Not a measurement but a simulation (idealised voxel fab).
process module | voxel ribs on slabs
cross-section cut | 145 nm wide | cells 5 nm
A cross-section is a grid of square cells, given in bands from the top down. A band is one or more rows of cells.
Each band's line starts with the height of the band's top and of its bottom, in nm. Then come its materials from left to right, each with its width in nm. One material with "throughout" fills the band from edge to edge. "air" is empty space.
Height 0 is the level under which the wafer as received is all one material. The lowest band goes on downwards, as in "0 down".
A width such as "30 to 40" changes by the same amount from each row of cells to the next, from the band's top row to its bottom row.
"no change" after a step means that no cell of the cross-section changed.
closed voids: empty space of 8 cells or more with no open way to the top, each as width x height at its distance from the left edge, in nm
after a step's settings: what the simulator itself notes on the step
overlay nm, on a step with a mask: how far to the right of its planned place the mask lay; to the left if negative
plan
1 op RECEIVE | material Si
2 op DIRECTIONAL_DEP | material SiO2 | thk nm 25
3 op DIRECTIONAL_DEP | material polySi | thk nm 15
4 op DIRECTIONAL_DEP | material aC | thk nm 15
5 op PATTERN | tone cover | mask id RIB | material resist | width nm 25 | thk nm 35 | overlay nm 0
6 op DIRECTIONAL_ETCH | etch materials aC | depth nm 15
7 op STRIP | etch materials resist
8 op DIRECTIONAL_ETCH | etch materials polySi | depth nm 10
9 op STRIP | etch materials aC
10 op DIRECTIONAL_DEP | material aC | thk nm 10
11 op PATTERN | tone cover | mask id SLAB | material resist | width nm 85 | thk nm 25 | overlay nm 0
12 op DIRECTIONAL_ETCH | etch materials aC | depth nm 10
13 op STRIP | etch materials resist
14 op DIRECTIONAL_ETCH | etch materials polySi | depth nm 5
15 op STRIP | etch materials aC
16 op FILL_DEP | material SiO2 | thk nm 20
17 op CMP | height nm 50
18 op DIRECTIONAL_DEP | material W | thk nm 10
19 op PATTERN | tone cover | mask id HEATER | material resist | width nm 35 | thk nm 15 | overlay nm 0
20 op DIRECTIONAL_ETCH | etch materials W | depth nm 10
21 op STRIP | etch materials resist
22 op CONFORMAL_DEP | material SiN | thk nm 10
as received, after step 1
  0 down: Si throughout
  closed voids: none
a wafer at the end: this start, this plan, one mistake
  70 to 60: air 45 | SiN 60 | air 40
  60 to 50: SiN 55 | W 40 | SiN 50
  50 to 40: SiO2 throughout
  40 to 30: SiO2 60 | polySi 25 | SiO2 60
  30 to 25: SiO2 30 | polySi 85 | SiO2 30
  25 to 0: SiO2 throughout
  0 down: Si throughout
  closed voids: none
what went wrong: step 19 ran as: op PATTERN | tone cover | mask id HEATER | material resist | width nm 40 | thk nm 15 | overlay nm 0
